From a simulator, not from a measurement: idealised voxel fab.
process module | voxel capacitor over wiring
cross-section cut | 270 nm wide | cells 5 nm
A cross-section is a grid of square cells, given in bands from the top down. A band is one or more rows of cells.
Each band's line starts with the height of the band's top and of its bottom, in nm. Then come its materials from left to right, each with its width in nm. One material with "throughout" fills the band from edge to edge. "air" is empty space.
Height 0 is the level under which the wafer as received is all one material. The lowest band goes on downwards, as in "0 down".
A width such as "30 to 40" changes by the same amount from each row of cells to the next, from the band's top row to its bottom row.
"no change" after a step means that no cell of the cross-section changed.
closed voids: empty space of 8 cells or more with no open way to the top, each as width x height at its distance from the left edge, in nm
after a step's settings: what the simulator itself notes on the step
overlay nm, on a step with a mask: how far to the right of its planned place the mask lay; to the left if negative
plan
1 op RECEIVE | material Si
2 op CONFORMAL_DEP | material SiO2 | thk nm 10
3 op CONFORMAL_DEP | material SiN | thk nm 5
4 op DIRECTIONAL_DEP | material SiO2 | thk nm 20
5 op MASKED_ETCH | tone open | mask id METAL_1 | width nm 20 | pitch nm 85 | etch materials SiO2 | depth nm 20 | overlay nm 0
6 op MASKED_ETCH | tone open | mask id METAL_1 | width nm 20 | pitch nm 85 | etch materials SiN | depth nm 5 | overlay nm 0
7 op CONFORMAL_DEP | material TiN | thk nm 5
8 op FILL_DEP | material Cu | thk nm 10
9 op CMP | height nm 35
10 op CONFORMAL_DEP | material SiCN | thk nm 5
11 op DIRECTIONAL_DEP | material lowk | thk nm 20
12 op DIRECTIONAL_DEP | material aC | thk nm 15
13 op PATTERN | tone open | mask id PLUG_1 | material resist | width nm 15 | thk nm 35 | overlay nm 0
14 op DIRECTIONAL_ETCH | etch materials aC | depth nm 15
15 op STRIP | etch materials resist
16 op DIRECTIONAL_ETCH | etch materials lowk | depth nm 20
17 op DIRECTIONAL_ETCH | etch materials SiCN | depth nm 5
18 op STRIP | etch materials aC
19 op CONFORMAL_DEP | material TiN | thk nm 5
20 op FILL_DEP | material Ru | thk nm 5
21 op CMP | height nm 60
22 op DIRECTIONAL_DEP | material TiN | thk nm 10
23 op DIRECTIONAL_DEP | material HfO2 | thk nm 5
24 op DIRECTIONAL_DEP | material TiN | thk nm 5
25 op DIRECTIONAL_DEP | material aC | thk nm 10
26 op PATTERN | tone cover | mask id UPPER_PLATE | material resist | width nm 70 | thk nm 25 | overlay nm 0
27 op DIRECTIONAL_ETCH | etch materials aC | depth nm 10
28 op STRIP | etch materials resist
29 op DIRECTIONAL_ETCH | etch materials TiN | depth nm 5
30 op DIRECTIONAL_ETCH | etch materials HfO2 | depth nm 5
31 op STRIP | etch materials aC
32 op DIRECTIONAL_DEP | material aC | thk nm 15
33 op PATTERN | tone cover | mask id LOWER_PLATE | material resist | width nm 80 | thk nm 30 | overlay nm 0
34 op DIRECTIONAL_ETCH | etch materials aC | depth nm 15
35 op STRIP | etch materials resist
36 op DIRECTIONAL_ETCH | etch materials TiN | depth nm 10
37 op STRIP | etch materials aC
38 op FILL_DEP | material SiO2 | thk nm 20
39 op CMP | height nm 95
40 op PATTERN | tone open | mask id PLUG_2 | material resist | width nm 15 | thk nm 15 | overlay nm 0
41 op DIRECTIONAL_ETCH | etch materials SiO2 | depth nm 15
42 op STRIP | etch materials resist
43 op CONFORMAL_DEP | material TiN | thk nm 5
44 op FILL_DEP | material Cu | thk nm 10
45 op CMP | height nm 95
46 op CONFORMAL_DEP | material SiCN | thk nm 5
as received, after step 1
  0 down: Si throughout
  closed voids: none
a wafer at the end: this start, this plan, one mistake
  100 to 95: SiCN throughout
  95 to 85: SiO2 95 | TiN 5 | Cu 5 | TiN 5 | SiO2 160
  85 to 75: SiO2 95 to 85 | TiN 15 to 70 | SiO2 160 to 115
  75 to 70: SiO2 85 | HfO2 70 | SiO2 115
  70 to 60: SiO2 80 | TiN 80 | SiO2 110
  60 to 40: lowk 90 | TiN 5 | Ru 5 | TiN 5 | lowk 165
  40 to 35: SiCN 90 | TiN 15 | SiCN 165
  35 to 15: SiO2 80 | TiN 5 | Cu 10 | TiN 5 | SiO2 65 | TiN 5 | Cu 10 | TiN 5 | SiO2 85
  15 to 10: SiN 80 | TiN 20 | SiN 65 | TiN 20 | SiN 85
  10 to 0: SiO2 throughout
  0 down: Si throughout
  closed voids: none
what went wrong: step 13 ran as: op PATTERN | tone open | mask id PLUG_1 | material resist | width nm 15 | thk nm 35 | overlay nm 5
